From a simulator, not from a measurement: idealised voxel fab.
The following process module bears the name voxel self aligned contacts.
215 nm wide, 5 nm square cells: that's cross-section cut.
Cross-sections here: square-cell grids, written as top-down lists of bands, a band being one or more rows of cells.
Within each band entry, the heights of the top and of the bottom of the band appear first, in that order and in nm; the materials of the band then follow from left to right, each with its corresponding width in nm. The designation "everywhere" on a single material indicates that it fills the band from edge to edge; the designation "empty" indicates empty space.
A quick word on heights: they are counted from 0, and under that level the wafer as it came to us is one material throughout. The lowest band is different from the rest in having no bottom; it simply continues downward, written as in "0 -> down".
Per-row width for "30 to 40": begins at first number (top row of band), ends at second number (bottom row), increment between rows held constant.
"no alteration" (step): cross-section cells unchanged, all of them.
"Unvented cavities" means: voids of 8 cells or more that are shut off from the top with no open way through. Written width x height at distance, distance from the left edge, in nm.
It should be noted that, on the line of a given step, the content following the step's settings is a remark produced by the simulator itself with respect to that step.
overlay nm: right-of-plan distance of the mask on a masked step; negative values mean left-of-plan.
Quick note on how to read the rest: it's all pairs. You get the cross-section before a process step and the one after, but the after one only goes down as far as the lowest band that changed. The step in between, with its settings, sits under the pair. Heads up, the pairs can come from different runs of this module on the same starting wafer, so don't assume a pair picks up from the one above unless its "State before step" entry says it does.

[State before step]
0 -> down = Si everywhere
Unvented cavities: none

[Post-Step Cross-Section]
0 -> -5 = SiO2 everywhere
Below -5 it's all the same as before, nothing changed down there.
Unvented cavities: none
What process step lies between the two cross-sections above? OXIDIZE (depth nm 5)

State before step: the wafer arrives at this step looking as the after cross-section in the pair just above shows it.

[Post-Step Cross-Section]
20 -> 0 = polySi everywhere
Below 0 it's all the same as before, nothing changed down there.
Unvented cavities: none
What process step lies between the two cross-sections above? DIRECTIONAL_DEP (material polySi; thk nm 20)

State before step: the wafer arrives at this step looking as the after cross-section in the pair just above shows it.

[Post-Step Cross-Section]
40 -> 20 = SiN everywhere
Below 20 it's all the same as before, nothing changed down there.
Unvented cavities: none
What process step lies between the two cross-sections above? DIRECTIONAL_DEP (material SiN; thk nm 20)

State before step: the wafer arrives at this step looking as the after cross-section in the pair just above shows it.

[Post-Step Cross-Section]
40 -> 20 = empty=65 / SiN=30 / empty=25 / SiN=30 / empty=65
Below 20 it's all the same as before, nothing changed down there.
Unvented cavities: none
What process step lies between the two cross-sections above? MASKED_ETCH (tone cover; mask id GATE; width nm 30; pitch nm 55; etch materials SiN; depth nm 20; overlay nm 0)

State before step: the wafer arrives at this step looking as the after cross-section in the pair just above shows it.

[Post-Step Cross-Section]
40 -> 20 = empty=65 / SiN=30 / empty=25 / SiN=30 / empty=65
20 -> 0 = empty=65 / polySi=30 / empty=25 / polySi=30 / empty=65
Below 0 it's all the same as before, nothing changed down there.
Unvented cavities: none
What process step lies between the two cross-sections above? MASKED_ETCH (tone cover; mask id GATE; width nm 30; pitch nm 55; etch materials polySi; depth nm 20; overlay nm 0)

State before step: the wafer arrives at this step looking as the after cross-section in the pair just above shows it.

[Post-Step Cross-Section]
45 -> 20 = empty=60 / SiN=40 / empty=15 / SiN=40 / empty=60
20 -> 5 = empty=60 / SiN=5 / polySi=30 / SiN=5 / empty=15 / SiN=5 / polySi=30 / SiN=5 / empty=60
5 -> 0 = SiN=65 / polySi=30 / SiN=25 / polySi=30 / SiN=65
Below 0 it's all the same as before, nothing changed down there.
Unvented cavities: none
What process step lies between the two cross-sections above? CONFORMAL_DEP (material SiN; thk nm 5)

State before step: the wafer arrives at this step looking as the after cross-section in the pair just above shows it.

[Post-Step Cross-Section]
40 -> 20 = empty=60 / SiN=40 / empty=15 / SiN=40 / empty=60
20 -> 0 = empty=60 / SiN=5 / polySi=30 / SiN=5 / empty=15 / SiN=5 / polySi=30 / SiN=5 / empty=60
Below 0 it's all the same as before, nothing changed down there.
Unvented cavities: none
What process step lies between the two cross-sections above? DIRECTIONAL_ETCH (etch materials SiN; depth nm 5)

State before step: the wafer arrives at this step looking as the after cross-section in the pair just above shows it.

[Post-Step Cross-Section]
55 -> 40 = SiO2 everywhere
40 -> 20 = SiO2=60 / SiN=40 / SiO2=15 / SiN=40 / SiO2=60
20 -> 0 = SiO2=60 / SiN=5 / polySi=30 / SiN=5 / SiO2=15 / SiN=5 / polySi=30 / SiN=5 / SiO2=60
Below 0 it's all the same as before, nothing changed down there.
Unvented cavities: none
What process step lies between the two cross-sections above? FILL_DEP (material SiO2; thk nm 15)

State before step: the wafer arrives at this step looking as the after cross-section in the pair just above shows it.

[Post-Step Cross-Section]
50 -> 40 = SiO2 everywhere
Below 40 it's all the same as before, nothing changed down there.
Unvented cavities: none
What process step lies between the two cross-sections above? CMP (height nm 50)

State before step: the wafer arrives at this step looking as the after cross-section in the pair just above shows it.

[Post-Step Cross-Section]
50 -> 40 = SiO2=90 / empty=35 / SiO2=90
40 -> 20 = SiO2=60 / SiN=40 / empty=15 / SiN=40 / SiO2=60
20 -> 0 = SiO2=60 / SiN=5 / polySi=30 / SiN=5 / empty=15 / SiN=5 / polySi=30 / SiN=5 / SiO2=60
0 -> -5 = SiO2=100 / empty=15 / SiO2=100
Below -5 it's all the same as before, nothing changed down there.
Unvented cavities: none
What process step lies between the two cross-sections above? MASKED_ETCH (tone open; mask id CONTACT; width nm 35; etch materials SiO2; depth nm 55; overlay nm 0)

State before step: the wafer arrives at this step looking as the after cross-section in the pair just above shows it.

[Post-Step Cross-Section]
55 -> 50 = TiN=95 / empty=25 / TiN=95
50 -> 40 = SiO2=90 / TiN=5 to 15 / empty=25 to 5 / TiN=5 to 15 / SiO2=90
40 -> 20 = SiO2=60 / SiN=40 / TiN=5 / empty=5 / TiN=5 / SiN=40 / SiO2=60
20 -> 0 = SiO2=60 / SiN=5 / polySi=30 / SiN=5 / TiN=5 / empty=5 / TiN=5 / SiN=5 / polySi=30 / SiN=5 / SiO2=60
0 -> -5 = SiO2=100 / TiN=15 / SiO2=100
Below -5 it's all the same as before, nothing changed down there.
Unvented cavities: none
What process step lies between the two cross-sections above? CONFORMAL_DEP (material TiN; thk nm 5)

State before step: the wafer arrives at this step looking as the after cross-section in the pair just above shows it.

[Post-Step Cross-Section]
65 -> 55 = Ru everywhere
55 -> 50 = TiN=95 / Ru=25 / TiN=95
50 -> 40 = SiO2=90 / TiN=5 to 15 / Ru=25 to 5 / TiN=5 to 15 / SiO2=90
40 -> 20 = SiO2=60 / SiN=40 / TiN=5 / Ru=5 / TiN=5 / SiN=40 / SiO2=60
20 -> 0 = SiO2=60 / SiN=5 / polySi=30 / SiN=5 / TiN=5 / Ru=5 / TiN=5 / SiN=5 / polySi=30 / SiN=5 / SiO2=60
Below 0 it's all the same as before, nothing changed down there.
Unvented cavities: none
What process step lies between the two cross-sections above? FILL_DEP (material Ru; thk nm 10)

State before step: the wafer arrives at this step looking as the after cross-section in the pair just above shows it.

[Post-Step Cross-Section]
50 -> 40 = SiO2=90 / TiN=5 to 15 / Ru=25 to 5 / TiN=5 to 15 / SiO2=90
Below 40 it's all the same as before, nothing changed down there.
Unvented cavities: none
What process step lies between the two cross-sections above? CMP (height nm 50)

State before step: the wafer arrives at this step looking as the after cross-section in the pair just above shows it.

[Post-Step Cross-Section]
55 -> 50 = SiCN everywhere
Below 50 it's all the same as before, nothing changed down there.
Unvented cavities: none
What process step lies between the two cross-sections above? CONFORMAL_DEP (material SiCN; thk nm 5)

[State before step]
65 -> 55 = Ru everywhere
55 -> 50 = TiN=95 / Ru=25 / TiN=95
50 -> 40 = SiO2=90 / TiN=5 to 15 / Ru=25 to 5 / TiN=5 to 15 / SiO2=90
40 -> 20 = SiO2=60 / SiN=40 / TiN=5 / Ru=5 / TiN=5 / SiN=40 / SiO2=60
20 -> 0 = SiO2=60 / SiN=5 / polySi=30 / SiN=5 / TiN=5 / Ru=5 / TiN=5 / SiN=5 / polySi=30 / SiN=5 / SiO2=60
0 -> -5 = SiO2=100 / TiN=15 / SiO2=100
-5 -> down = Si everywhere
Unvented cavities: none

[Post-Step Cross-Section]
70 -> 65 = SiCN everywhere
Below 65 it's all the same as before, nothing changed down there.
Unvented cavities: none
What process step lies between the two cross-sections above? CONFORMAL_DEP (material SiCN; thk nm 5)

[State before step]
20 -> 0 = polySi everywhere
0 -> -5 = SiO2 everywhere
-5 -> down = Si everywhere
Unvented cavities: none

[Post-Step Cross-Section]
40 -> 0 = polySi everywhere
Below 0 it's all the same as before, nothing changed down there.
Unvented cavities: none
What process step lies between the two cross-sections above? DIRECTIONAL_DEP (material polySi; thk nm 20)

State before step: the wafer arrives at this step looking as the after cross-section in the pair just above shows it.

[Post-Step Cross-Section]
60 -> 40 = SiN everywhere
Below 40 it's all the same as before, nothing changed down there.
Unvented cavities: none
What process step lies between the two cross-sections above? DIRECTIONAL_DEP (material SiN; thk nm 20)

State before step: the wafer arrives at this step looking as the after cross-section in the pair just above shows it.

[Post-Step Cross-Section]
60 -> 40 = empty=65 / SiN=30 / empty=25 / SiN=30 / empty=65
Below 40 it's all the same as before, nothing changed down there.
Unvented cavities: none
What process step lies between the two cross-sections above? MASKED_ETCH (tone cover; mask id GATE; width nm 30; pitch nm 55; etch materials SiN; depth nm 20; overlay nm 0)

State before step: the wafer arrives at this step looking as the after cross-section in the pair just above shows it.

[Post-Step Cross-Section]
60 -> 40 = empty=65 / SiN=30 / empty=25 / SiN=30 / empty=65
40 -> 20 = empty=65 / polySi=30 / empty=25 / polySi=30 / empty=65
Below 20 it's all the same as before, nothing changed down there.
Unvented cavities: none
What process step lies between the two cross-sections above? MASKED_ETCH (tone cover; mask id GATE; width nm 30; pitch nm 55; etch materials polySi; depth nm 20; overlay nm 0)

State before step: the wafer arrives at this step looking as the after cross-section in the pair just above shows it.

[Post-Step Cross-Section]
65 -> 40 = empty=60 / SiN=40 / empty=15 / SiN=40 / empty=60
40 -> 25 = empty=60 / SiN=5 / polySi=30 / SiN=5 / empty=15 / SiN=5 / polySi=30 / SiN=5 / empty=60
25 -> 20 = SiN=65 / polySi=30 / SiN=25 / polySi=30 / SiN=65
Below 20 it's all the same as before, nothing changed down there.
Unvented cavities: none
What process step lies between the two cross-sections above? CONFORMAL_DEP (material SiN; thk nm 5)

State before step: the wafer arrives at this step looking as the after cross-section in the pair just above shows it.

[Post-Step Cross-Section]
60 -> 40 = empty=60 / SiN=40 / empty=15 / SiN=40 / empty=60
40 -> 20 = empty=60 / SiN=5 / polySi=30 / SiN=5 / empty=15 / SiN=5 / polySi=30 / SiN=5 / empty=60
Below 20 it's all the same as before, nothing changed down there.
Unvented cavities: none
What process step lies between the two cross-sections above? DIRECTIONAL_ETCH (etch materials SiN; depth nm 5)

State before step: the wafer arrives at this step looking as the after cross-section in the pair just above shows it.

[Post-Step Cross-Section]
75 -> 60 = SiO2 everywhere
60 -> 40 = SiO2=60 / SiN=40 / SiO2=15 / SiN=40 / SiO2=60
40 -> 20 = SiO2=60 / SiN=5 / polySi=30 / SiN=5 / SiO2=15 / SiN=5 / polySi=30 / SiN=5 / SiO2=60
Below 20 it's all the same as before, nothing changed down there.
Unvented cavities: none
What process step lies between the two cross-sections above? FILL_DEP (material SiO2; thk nm 15)

State before step: the wafer arrives at this step looking as the after cross-section in the pair just above shows it.

[Post-Step Cross-Section]
50 -> 40 = SiO2=60 / SiN=40 / SiO2=15 / SiN=40 / SiO2=60
Below 40 it's all the same as before, nothing changed down there.
Unvented cavities: none
What process step lies between the two cross-sections above? CMP (height nm 50)

State before step: the wafer arrives at this step looking as the after cross-section in the pair just above shows it.

[Post-Step Cross-Section]
50 -> 40 = SiO2=60 / SiN=40 / empty=15 / SiN=40 / SiO2=60
40 -> 20 = SiO2=60 / SiN=5 / polySi=30 / SiN=5 / empty=15 / SiN=5 / polySi=30 / SiN=5 / SiO2=60
Below 20 it's all the same as before, nothing changed down there.
Unvented cavities: none
What process step lies between the two cross-sections above? MASKED_ETCH (tone open; mask id CONTACT; width nm 35; etch materials SiO2; depth nm 55; overlay nm 0)

State before step: the wafer arrives at this step looking as the after cross-section in the pair just above shows it.

[Post-Step Cross-Section]
55 -> 50 = TiN=105 / empty=5 / TiN=105
50 -> 40 = SiO2=60 / SiN=40 / TiN=5 / empty=5 / TiN=5 / SiN=40 / SiO2=60
40 -> 25 = SiO2=60 / SiN=5 / polySi=30 / SiN=5 / TiN=5 / empty=5 / TiN=5 / SiN=5 / polySi=30 / SiN=5 / SiO2=60
25 -> 20 = SiO2=60 / SiN=5 / polySi=30 / SiN=5 / TiN=15 / SiN=5 / polySi=30 / SiN=5 / SiO2=60
Below 20 it's all the same as before, nothing changed down there.
Unvented cavities: none
What process step lies between the two cross-sections above? CONFORMAL_DEP (material TiN; thk nm 5)

State before step: the wafer arrives at this step looking as the after cross-section in the pair just above shows it.

[Post-Step Cross-Section]
65 -> 55 = Ru everywhere
55 -> 50 = TiN=105 / Ru=5 / TiN=105
50 -> 40 = SiO2=60 / SiN=40 / TiN=5 / Ru=5 / TiN=5 / SiN=40 / SiO2=60
40 -> 25 = SiO2=60 / SiN=5 / polySi=30 / SiN=5 / TiN=5 / Ru=5 / TiN=5 / SiN=5 / polySi=30 / SiN=5 / SiO2=60
Below 25 it's all the same as before, nothing changed down there.
Unvented cavities: none
What process step lies between the two cross-sections above? FILL_DEP (material Ru; thk nm 10)

State before step: the wafer arrives at this step looking as the after cross-section in the pair just above shows it.

[Post-Step Cross-Section]
50 -> 40 = SiO2=60 / SiN=40 / TiN=5 / Ru=5 / TiN=5 / SiN=40 / SiO2=60
Below 40 it's all the same as before, nothing changed down there.
Unvented cavities: none
What process step lies between the two cross-sections above? CMP (height nm 50)

State before step: the wafer arrives at this step looking as the after cross-section in the pair just above shows it.

[Post-Step Cross-Section]
55 -> 50 = SiCN everywhere
Below 50 it's all the same as before, nothing changed down there.
Unvented cavities: none
What process step lies between the two cross-sections above? CONFORMAL_DEP (material SiCN; thk nm 5)

[State before step]
0 -> -5 = SiO2 everywhere
-5 -> down = Si everywhere
Unvented cavities: none

[Post-Step Cross-Section]
20 -> 0 = SiN everywhere
Below 0 it's all the same as before, nothing changed down there.
Unvented cavities: none
What process step lies between the two cross-sections above? DIRECTIONAL_DEP (material SiN; thk nm 20)

State before step: the wafer arrives at this step looking as the after cross-section in the pair just above shows it.

[Post-Step Cross-Section]
40 -> 20 = polySi everywhere
Below 20 it's all the same as before, nothing changed down there.
Unvented cavities: none
What process step lies between the two cross-sections above? DIRECTIONAL_DEP (material polySi; thk nm 20)

State before step: the wafer arrives at this step looking as the after cross-section in the pair just above shows it.

[Post-Step Cross-Section]
40 -> 20 = empty=65 / polySi=30 / empty=25 / polySi=30 / empty=65
Below 20 it's all the same as before, nothing changed down there.
Unvented cavities: none
What process step lies between the two cross-sections above? MASKED_ETCH (tone cover; mask id GATE; width nm 30; pitch nm 55; etch materials polySi; depth nm 20; overlay nm 0)

State before step: the wafer arrives at this step looking as the after cross-section in the pair just above shows it.

[Post-Step Cross-Section]
45 -> 40 = empty=60 / SiN=40 / empty=15 / SiN=40 / empty=60
40 -> 25 = empty=60 / SiN=5 / polySi=30 / SiN=5 / empty=15 / SiN=5 / polySi=30 / SiN=5 / empty=60
25 -> 20 = SiN=65 / polySi=30 / SiN=25 / polySi=30 / SiN=65
Below 20 it's all the same as before, nothing changed down there.
Unvented cavities: none
What process step lies between the two cross-sections above? CONFORMAL_DEP (material SiN; thk nm 5)

State before step: the wafer arrives at this step looking as the after cross-section in the pair just above shows it.

[Post-Step Cross-Section]
40 -> 20 = empty=60 / SiN=5 / polySi=30 / SiN=5 / empty=15 / SiN=5 / polySi=30 / SiN=5 / empty=60
Below 20 it's all the same as before, nothing changed down there.
Unvented cavities: none
What process step lies between the two cross-sections above? DIRECTIONAL_ETCH (etch materials SiN; depth nm 5)

State before step: the wafer arrives at this step looking as the after cross-section in the pair just above shows it.

[Post-Step Cross-Section]
55 -> 40 = SiO2 everywhere
40 -> 20 = SiO2=60 / SiN=5 / polySi=30 / SiN=5 / SiO2=15 / SiN=5 / polySi=30 / SiN=5 / SiO2=60
Below 20 it's all the same as before, nothing changed down there.
Unvented cavities: none
What process step lies between the two cross-sections above? FILL_DEP (material SiO2; thk nm 15)

State before step: the wafer arrives at this step looking as the after cross-section in the pair just above shows it.

[Post-Step Cross-Section]
50 -> 40 = SiO2 everywhere
Below 40 it's all the same as before, nothing changed down there.
Unvented cavities: none
What process step lies between the two cross-sections above? CMP (height nm 50)

State before step: the wafer arrives at this step looking as the after cross-section in the pair just above shows it.

[Post-Step Cross-Section]
50 -> 40 = SiO2=90 / empty=35 / SiO2=90
40 -> 20 = SiO2=60 / SiN=5 / polySi=30 / SiN=5 / empty=15 / SiN=5 / polySi=30 / SiN=5 / SiO2=60
Below 20 it's all the same as before, nothing changed down there.
Unvented cavities: none
What process step lies between the two cross-sections above? MASKED_ETCH (tone open; mask id CONTACT; width nm 35; etch materials SiO2; depth nm 55; overlay nm 0)

State before step: the wafer arrives at this step looking as the after cross-section in the pair just above shows it.

[Post-Step Cross-Section]
55 -> 50 = TiN=95 / empty=25 / TiN=95
50 -> 40 = SiO2=90 / TiN=5 to 15 / empty=25 to 5 / TiN=5 to 15 / SiO2=90
40 -> 25 = SiO2=60 / SiN=5 / polySi=30 / SiN=5 / TiN=5 / empty=5 / TiN=5 / SiN=5 / polySi=30 / SiN=5 / SiO2=60
25 -> 20 = SiO2=60 / SiN=5 / polySi=30 / SiN=5 / TiN=15 / SiN=5 / polySi=30 / SiN=5 / SiO2=60
Below 20 it's all the same as before, nothing changed down there.
Unvented cavities: none
What process step lies between the two cross-sections above? CONFORMAL_DEP (material TiN; thk nm 5)

State before step: the wafer arrives at this step looking as the after cross-section in the pair just above shows it.

[Post-Step Cross-Section]
65 -> 55 = Ru everywhere
55 -> 50 = TiN=95 / Ru=25 / TiN=95
50 -> 40 = SiO2=90 / TiN=5 to 15 / Ru=25 to 5 / TiN=5 to 15 / SiO2=90
40 -> 25 = SiO2=60 / SiN=5 / polySi=30 / SiN=5 / TiN=5 / Ru=5 / TiN=5 / SiN=5 / polySi=30 / SiN=5 / SiO2=60
Below 25 it's all the same as before, nothing changed down there.
Unvented cavities: none
What process step lies between the two cross-sections above? FILL_DEP (material Ru; thk nm 10)

State before step: the wafer arrives at this step looking as the after cross-section in the pair just above shows it.

[Post-Step Cross-Section]
50 -> 40 = SiO2=90 / TiN=5 to 15 / Ru=25 to 5 / TiN=5 to 15 / SiO2=90
Below 40 it's all the same as before, nothing changed down there.
Unvented cavities: none
What process step lies between the two cross-sections above? CMP (height nm 50)

State before step: the wafer arrives at this step looking as the after cross-section in the pair just above shows it.

[Post-Step Cross-Section]
55 -> 50 = SiCN everywhere
Below 50 it's all the same as before, nothing changed down there.
Unvented cavities: none
What process step lies between the two cross-sections above? CONFORMAL_DEP (material SiCN; thk nm 5)

[State before step]
65 -> 55 = Ru everywhere
55 -> 50 = TiN=95 / Ru=25 / TiN=95
50 -> 40 = SiO2=90 / TiN=5 to 15 / Ru=25 to 5 / TiN=5 to 15 / SiO2=90
40 -> 20 = SiO2=60 / SiN=40 / TiN=5 / Ru=5 / TiN=5 / SiN=40 / SiO2=60
20 -> 0 = SiO2=60 / SiN=5 / polySi=30 / SiN=5 / TiN=5 / Ru=5 / TiN=5 / SiN=5 / polySi=30 / SiN=5 / SiO2=60
0 -> -5 = SiO2=100 / TiN=15 / SiO2=100
-5 -> down = Si everywhere
Unvented cavities: none

[Post-Step Cross-Section]
40 -> 20 = SiO2=60 / SiN=40 / TiN=5 / Ru=5 / TiN=5 / SiN=40 / SiO2=60
Below 20 it's all the same as before, nothing changed down there.
Unvented cavities: none
What process step lies between the two cross-sections above? CMP (height nm 40)

State before step: the wafer arrives at this step looking as the after cross-section in the pair just above shows it.

[Post-Step Cross-Section]
45 -> 40 = SiCN everywhere
Below 40 it's all the same as before, nothing changed down there.
Unvented cavities: none
What process step lies between the two cross-sections above? CONFORMAL_DEP (material SiCN; thk nm 5)

[State before step]
50 -> 40 = SiO2 everywhere
40 -> 20 = SiO2=60 / SiN=40 / SiO2=15 / SiN=40 / SiO2=60
20 -> 0 = SiO2=60 / SiN=5 / polySi=30 / SiN=5 / SiO2=15 / SiN=5 / polySi=30 / SiN=5 / SiO2=60
0 -> -5 = SiO2 everywhere
-5 -> down = Si everywhere
Unvented cavities: none

[Post-Step Cross-Section]
50 -> 40 = SiO2=95 / empty=30 / SiO2=90
40 -> 20 = SiO2=60 / SiN=40 / empty=15 / SiN=40 / SiO2=60
20 -> 0 = SiO2=60 / SiN=5 / polySi=30 / SiN=5 / empty=15 / SiN=5 / polySi=30 / SiN=5 / SiO2=60
0 -> -5 = SiO2=100 / empty=15 / SiO2=100
Below -5 it's all the same as before, nothing changed down there.
Unvented cavities: none
What process step lies between the two cross-sections above? MASKED_ETCH (tone open; mask id CONTACT; width nm 30; etch materials SiO2; depth nm 55; overlay nm 0)

State before step: the wafer arrives at this step looking as the after cross-section in the pair just above shows it.

[Post-Step Cross-Section]
55 -> 50 = TiN=100 / empty=20 / TiN=95
50 -> 40 = SiO2=95 / TiN=5 to 10 / empty=20 to 5 / TiN=5 to 15 / SiO2=90
40 -> 20 = SiO2=60 / SiN=40 / TiN=5 / empty=5 / TiN=5 / SiN=40 / SiO2=60
20 -> 0 = SiO2=60 / SiN=5 / polySi=30 / SiN=5 / TiN=5 / empty=5 / TiN=5 / SiN=5 / polySi=30 / SiN=5 / SiO2=60
0 -> -5 = SiO2=100 / TiN=15 / SiO2=100
Below -5 it's all the same as before, nothing changed down there.
Unvented cavities: none
What process step lies between the two cross-sections above? CONFORMAL_DEP (material TiN; thk nm 5)

State before step: the wafer arrives at this step looking as the after cross-section in the pair just above shows it.

[Post-Step Cross-Section]
65 -> 55 = Ru everywhere
55 -> 50 = TiN=100 / Ru=20 / TiN=95
50 -> 40 = SiO2=95 / TiN=5 to 10 / Ru=20 to 5 / TiN=5 to 15 / SiO2=90
40 -> 20 = SiO2=60 / SiN=40 / TiN=5 / Ru=5 / TiN=5 / SiN=40 / SiO2=60
20 -> 0 = SiO2=60 / SiN=5 / polySi=30 / SiN=5 / TiN=5 / Ru=5 / TiN=5 / SiN=5 / polySi=30 / SiN=5 / SiO2=60
Below 0 it's all the same as before, nothing changed down there.
Unvented cavities: none
What process step lies between the two cross-sections above? FILL_DEP (material Ru; thk nm 10)

State before step: the wafer arrives at this step looking as the after cross-section in the pair just above shows it.

[Post-Step Cross-Section]
50 -> 40 = SiO2=95 / TiN=5 to 10 / Ru=20 to 5 / TiN=5 to 15 / SiO2=90
Below 40 it's all the same as before, nothing changed down there.
Unvented cavities: none
What process step lies between the two cross-sections above? CMP (height nm 50)

State before step: the wafer arrives at this step looking as the after cross-section in the pair just above shows it.

[Post-Step Cross-Section]
55 -> 50 = SiCN everywhere
Below 50 it's all the same as before, nothing changed down there.
Unvented cavities: none
What process step lies between the two cross-sections above? CONFORMAL_DEP (material SiCN; thk nm 5)

[State before step]
40 -> 20 = empty=65 / SiN=30 / empty=25 / SiN=30 / empty=65
20 -> 0 = polySi everywhere
0 -> -5 = SiO2 everywhere
-5 -> down = Si everywhere
Unvented cavities: none

[Post-Step Cross-Section]
40 -> 20 = empty=65 / SiN=30 / empty=25 / SiN=30 / empty=65
20 -> 0 = empty=65 / polySi=40 / empty=15 / polySi=40 / empty=55
Below 0 it's all the same as before, nothing changed down there.
Unvented cavities: none
What process step lies between the two cross-sections above? MASKED_ETCH (tone cover; mask id GATE; width nm 30; pitch nm 55; etch materials polySi; depth nm 20; overlay nm 10)

State before step: the wafer arrives at this step looking as the after cross-section in the pair just above shows it.

[Post-Step Cross-Section]
45 -> 25 = empty=60 / SiN=40 / empty=15 / SiN=40 / empty=60
25 -> 20 = empty=60 / SiN=50 / empty=5 / SiN=50 / empty=50
20 -> 5 = empty=60 / SiN=5 / polySi=40 / SiN=5 / empty=5 / SiN=5 / polySi=40 / SiN=5 / empty=50
5 -> 0 = SiN=65 / polySi=40 / SiN=15 / polySi=40 / SiN=55
Below 0 it's all the same as before, nothing changed down there.
Unvented cavities: none
What process step lies between the two cross-sections above? CONFORMAL_DEP (material SiN; thk nm 5)

State before step: the wafer arrives at this step looking as the after cross-section in the pair just above shows it.

[Post-Step Cross-Section]
40 -> 20 = empty=60 / SiN=40 / empty=15 / SiN=40 / empty=60
20 -> 0 = empty=60 / SiN=5 / polySi=40 / SiN=5 / empty=5 / SiN=5 / polySi=40 / SiN=5 / empty=50
Below 0 it's all the same as before, nothing changed down there.
Unvented cavities: none
What process step lies between the two cross-sections above? DIRECTIONAL_ETCH (etch materials SiN; depth nm 5)

State before step: the wafer arrives at this step looking as the after cross-section in the pair just above shows it.

[Post-Step Cross-Section]
55 -> 40 = SiO2 everywhere
40 -> 20 = SiO2=60 / SiN=40 / SiO2=15 / SiN=40 / SiO2=60
20 -> 0 = SiO2=60 / SiN=5 / polySi=40 / SiN=5 / SiO2=5 / SiN=5 / polySi=40 / SiN=5 / SiO2=50
Below 0 it's all the same as before, nothing changed down there.
Unvented cavities: none
What process step lies between the two cross-sections above? FILL_DEP (material SiO2; thk nm 15)

State before step: the wafer arrives at this step looking as the after cross-section in the pair just above shows it.

[Post-Step Cross-Section]
50 -> 40 = SiO2 everywhere
Below 40 it's all the same as before, nothing changed down there.
Unvented cavities: none
What process step lies between the two cross-sections above? CMP (height nm 50)

State before step: the wafer arrives at this step looking as the after cross-section in the pair just above shows it.

[Post-Step Cross-Section]
50 -> 40 = SiO2=90 / empty=35 / SiO2=90
40 -> 20 = SiO2=60 / SiN=40 / empty=15 / SiN=40 / SiO2=60
20 -> 0 = SiO2=60 / SiN=5 / polySi=40 / SiN=5 / empty=5 / SiN=5 / polySi=40 / SiN=5 / SiO2=50
0 -> -5 = SiO2=110 / empty=5 / SiO2=100
Below -5 it's all the same as before, nothing changed down there.
Unvented cavities: none
What process step lies between the two cross-sections above? MASKED_ETCH (tone open; mask id CONTACT; width nm 35; etch materials SiO2; depth nm 55; overlay nm 0)

State before step: the wafer arrives at this step looking as the after cross-section in the pair just above shows it.

[Post-Step Cross-Section]
55 -> 50 = TiN=95 / empty=25 / TiN=95
50 -> 40 = SiO2=90 / TiN=5 to 15 / empty=25 to 5 / TiN=5 to 15 / SiO2=90
40 -> 25 = SiO2=60 / SiN=40 / TiN=5 / empty=5 / TiN=5 / SiN=40 / SiO2=60
25 -> 20 = SiO2=60 / SiN=40 / TiN=15 / SiN=40 / SiO2=60
20 -> 0 = SiO2=60 / SiN=5 / polySi=40 / SiN=5 / TiN=5 / SiN=5 / polySi=40 / SiN=5 / SiO2=50
0 -> -5 = SiO2=110 / TiN=5 / SiO2=100
Below -5 it's all the same as before, nothing changed down there.
Unvented cavities: none
What process step lies between the two cross-sections above? CONFORMAL_DEP (material TiN; thk nm 5)

State before step: the wafer arrives at this step looking as the after cross-section in the pair just above shows it.

[Post-Step Cross-Section]
65 -> 55 = Ru everywhere
55 -> 50 = TiN=95 / Ru=25 / TiN=95
50 -> 40 = SiO2=90 / TiN=5 to 15 / Ru=25 to 5 / TiN=5 to 15 / SiO2=90
40 -> 25 = SiO2=60 / SiN=40 / TiN=5 / Ru=5 / TiN=5 / SiN=40 / SiO2=60
Below 25 it's all the same as before, nothing changed down there.
Unvented cavities: none
What process step lies between the two cross-sections above? FILL_DEP (material Ru; thk nm 10)

State before step: the wafer arrives at this step looking as the after cross-section in the pair just above shows it.

[Post-Step Cross-Section]
50 -> 40 = SiO2=90 / TiN=5 to 15 / Ru=25 to 5 / TiN=5 to 15 / SiO2=90
Below 40 it's all the same as before, nothing changed down there.
Unvented cavities: none
What process step lies between the two cross-sections above? CMP (height nm 50)

State before step: the wafer arrives at this step looking as the after cross-section in the pair just above shows it.

[Post-Step Cross-Section]
55 -> 50 = SiCN everywhere
Below 50 it's all the same as before, nothing changed down there.
Unvented cavities: none
What process step lies between the two cross-sections above? CONFORMAL_DEP (material SiCN; thk nm 5)

[State before step]
50 -> 40 = SiO2=90 / empty=35 / SiO2=90
40 -> 20 = SiO2=60 / SiN=40 / empty=15 / SiN=40 / SiO2=60
20 -> 0 = SiO2=60 / SiN=5 / polySi=30 / SiN=5 / empty=15 / SiN=5 / polySi=30 / SiN=5 / SiO2=60
0 -> -5 = SiO2=100 / empty=15 / SiO2=100
-5 -> down = Si everywhere
Unvented cavities: none

[Post-Step Cross-Section]
55 -> 50 = polySi=95 / empty=25 / polySi=95
50 -> 40 = SiO2=90 / polySi=5 to 15 / empty=25 to 5 / polySi=5 to 15 / SiO2=90
40 -> 20 = SiO2=60 / SiN=40 / polySi=5 / empty=5 / polySi=5 / SiN=40 / SiO2=60
20 -> 0 = SiO2=60 / SiN=5 / polySi=30 / SiN=5 / polySi=5 / empty=5 / polySi=5 / SiN=5 / polySi=30 / SiN=5 / SiO2=60
0 -> -5 = SiO2=100 / polySi=15 / SiO2=100
Below -5 it's all the same as before, nothing changed down there.
Unvented cavities: none
What process step lies between the two cross-sections above? CONFORMAL_DEP (material polySi; thk nm 5)

State before step: the wafer arrives at this step looking as the after cross-section in the pair just above shows it.

[Post-Step Cross-Section]
65 -> 55 = Ru everywhere
55 -> 50 = polySi=95 / Ru=25 / polySi=95
50 -> 40 = SiO2=90 / polySi=5 to 15 / Ru=25 to 5 / polySi=5 to 15 / SiO2=90
40 -> 20 = SiO2=60 / SiN=40 / polySi=5 / Ru=5 / polySi=5 / SiN=40 / SiO2=60
20 -> 0 = SiO2=60 / SiN=5 / polySi=30 / SiN=5 / polySi=5 / Ru=5 / polySi=5 / SiN=5 / polySi=30 / SiN=5 / SiO2=60
Below 0 it's all the same as before, nothing changed down there.
Unvented cavities: none
What process step lies between the two cross-sections above? FILL_DEP (material Ru; thk nm 10)

State before step: the wafer arrives at this step looking as the after cross-section in the pair just above shows it.

[Post-Step Cross-Section]
50 -> 40 = SiO2=90 / polySi=5 to 15 / Ru=25 to 5 / polySi=5 to 15 / SiO2=90
Below 40 it's all the same as before, nothing changed down there.
Unvented cavities: none
What process step lies between the two cross-sections above? CMP (height nm 50)

State before step: the wafer arrives at this step looking as the after cross-section in the pair just above shows it.

[Post-Step Cross-Section]
55 -> 50 = SiCN everywhere
Below 50 it's all the same as before, nothing changed down there.
Unvented cavities: none
What process step lies between the two cross-sections above? CONFORMAL_DEP (material SiCN; thk nm 5)
